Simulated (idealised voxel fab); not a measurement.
Documented hereafter: the process module known as voxel wiring stack.
It is cross-section cut that appears here, measuring 160 nm in width, its square cells being 5 nm in size.
A cross-section is written here as square cells arranged in a grid, and it is given in bands from the top down, each band taking up one or more rows of cells.
Heads up on the band format: heights come first, top then bottom, in nm. After that it's the materials left to right, each with its width in nm. A single material flagged "throughout" fills the whole band edge to edge, and "blank" means there's empty space there.
Basically, 0 is our baseline, since under it the wafer straight out of the box is all one material. The bottom band has no lower end and keeps on going down, so it looks like "0 down".
It should be noted that a width expressed as "30..40" varies in equal increments from row to row of cells within the band, taking the value of the first number at the top row and that of the second number at the bottom row.
Given "nothing altered" for a step, no cell of the cross-section differs between before and after that step.
The entry titled "Closed void catalog" provides the empty spaces that have no open way to the top, restricted to those of 8 cells or more. Each is presented as width x height at distance, the distance being measured from the left edge, with all three in nm.
Step line, after settings: the simulator's comment on this step.
The setting "overlay nm" may be written on the line of a step. When the step uses a mask, the value reports how far to the right of the planned place the mask lay, and a negative value reports that it lay to the left.
This section lists the process steps that were planned
1: RECEIVE [material Si]
2: CONFORMAL_DEP [material SiO2] [thk nm 15]
3: DIRECTIONAL_DEP [material TiN] [thk nm 5]
4: DIRECTIONAL_DEP [material W] [thk nm 20]
5: MASKED_ETCH [tone cover] [mask id METAL_1] [width nm 20] [pitch nm 50] [etch materials W] [depth nm 20] [overlay nm -5]
6: MASKED_ETCH [tone cover] [mask id METAL_1] [width nm 20] [pitch nm 50] [etch materials TiN] [depth nm 5] [overlay nm 0]
7: FILL_DEP [material SiO2] [thk nm 10]
8: CMP [height nm 40]
9: CONFORMAL_DEP [material SiCN] [thk nm 5]
10: DIRECTIONAL_DEP [material SiO2] [thk nm 20]
11: DIRECTIONAL_DEP [material aC] [thk nm 15]
12: PATTERN [tone open] [mask id PLUG_1] [material resist] [width nm 15] [pitch nm 50] [thk nm 35] [overlay nm 0]
13: DIRECTIONAL_ETCH [etch materials aC] [depth nm 15]
14: STRIP [etch materials resist]
15: DIRECTIONAL_ETCH [etch materials SiO2] [depth nm 20]
16: DIRECTIONAL_ETCH [etch materials SiCN] [depth nm 5]
17: STRIP [etch materials aC]
18: EPI [material Ru] [thk nm 10]
19: EPI [material Ru] [thk nm 10]
20: EPI [material Ru] [thk nm 5]
21: DIRECTIONAL_DEP [material TiN] [thk nm 5]
22: DIRECTIONAL_DEP [material Ru] [thk nm 25]
23: PATTERN [tone cover] [mask id METAL_2] [material resist] [width nm 20] [pitch nm 50] [thk nm 15] [overlay nm 0]
24: DIRECTIONAL_ETCH [etch materials Ru] [depth nm 25]
25: DIRECTIONAL_ETCH [etch materials TiN] [depth nm 5]
26: STRIP [etch materials resist]
27: FILL_DEP [material SiO2] [thk nm 10]
28: CMP [height nm 95]
29: CONFORMAL_DEP [material SiCN] [thk nm 5]
Among the wafers covered here, the point of difference is the overlay nm at step 5; their starting state is shared, and the plan presents the value of the first wafer.
first wafer as received, after step 1
    0 down  Si throughout
    Closed void catalog: none
Quick key for the table: a row per wafer, taken at the end of the module. For each material it tells you how many cells the wafer gained (+) or lost (-) since it came in, and the closed voids come after
overlay nm -5 | +105 Ru | +55 SiCN | +405 SiO2 | +27 TiN | +48 W | Closed void catalog: none
overlay nm 0 | +105 Ru | +55 SiCN | +408 SiO2 | +24 TiN | +48 W | Closed void catalog: none
overlay nm 5 | +105 Ru | +55 SiCN | +405 SiO2 | +27 TiN | +48 W | Closed void catalog: none
